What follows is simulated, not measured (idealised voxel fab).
Process module under the name voxel ribs on slabs
Displayed cross-section: cut, width of 260 nm, square cells sized 5 nm.
The cross-sections in this document take the form of a grid made of square cells. They are written out as bands, in order from top to bottom. Each band consists of one or more rows of cells.
A band entry consists of two parts. The first gives the height of the band's top and the height of its bottom, in nm. The rest lists the band's materials from left to right, each with its width in nm. A single material labelled with the word "everywhere" fills the band from edge to edge, and the word "air" marks empty space.
It should be noted that heights are counted from 0, beneath which the wafer as supplied is of one material throughout, and that the lowest band possesses no lower boundary but continues downward, as written in "0 -> down".
The expression "30..40" gives the width at the extremes of the band, the first number at its top row of cells and the second at its bottom row, with the width changing by equal amounts from each row to the next in between.
Where the words "changes: none" appear for a step, the cross-section shows no cell changed by that step; every cell remained as before.
Look at "Fully sealed cavities" for the closed voids: empty spaces with no open path to the top, sized 8 cells or up. Each is width x height at distance, distance from the left edge, all nm.
Post-settings text on a step line: simulator's own remark regarding the step.
Steps that use a mask can have "overlay nm" on their line. It says how far the mask sat to the right of where it was meant to be. Negative means to the left.

Here's what the planned process steps look like:
step 1: RECEIVE: material Si
step 2: DIRECTIONAL_DEP: material SiO2, thk nm 20
step 3: DIRECTIONAL_DEP: material polySi, thk nm 25
step 4: MASKED_ETCH: tone cover, mask id RIB, width nm 20, etch materials polySi, depth nm 20, overlay nm 0
step 5: DIRECTIONAL_DEP: material aC, thk nm 15
step 6: PATTERN: tone cover, mask id SLAB, material resist, width nm 60, thk nm 35, overlay nm 0
step 7: DIRECTIONAL_ETCH: etch materials aC, depth nm 15
step 8: STRIP: etch materials resist
step 9: DIRECTIONAL_ETCH: etch materials polySi, depth nm 5
step 10: STRIP: etch materials aC
step 11: FILL_DEP: material SiO2, thk nm 15
step 12: CMP: height nm 55
step 13: DIRECTIONAL_DEP: material TiN, thk nm 5
step 14: DIRECTIONAL_DEP: material aC, thk nm 10
step 15: PATTERN: tone cover, mask id HEATER, material resist, width nm 30, thk nm 30, overlay nm 0
step 16: DIRECTIONAL_ETCH: etch materials aC, depth nm 10
step 17: STRIP: etch materials resist
step 18: DIRECTIONAL_ETCH: etch materials TiN, depth nm 5
step 19: STRIP: etch materials aC
step 20: CONFORMAL_DEP: material SiN, thk nm 10

As-received wafer cross-section (after step 1):
0 -> down | Si everywhere
Fully sealed cavities: none

Here's the wafer cut in cross-section after the module, started and planned just like above, except one thing was done wrong in the run:
80 -> 60 | SiN everywhere
60 -> 55 | TiN everywhere
55 -> 45 | SiO2 everywhere
45 -> 25 | SiO2 120 nm, polySi 20 nm, SiO2 120 nm
25 -> 20 | SiO2 100 nm, polySi 60 nm, SiO2 100 nm
20 -> 0 | SiO2 everywhere
0 -> down | Si everywhere
Fully sealed cavities: none
Plan not followed: step 14 did not use the planned setting and instead ran as DIRECTIONAL_DEP: material SiN, thk nm 10
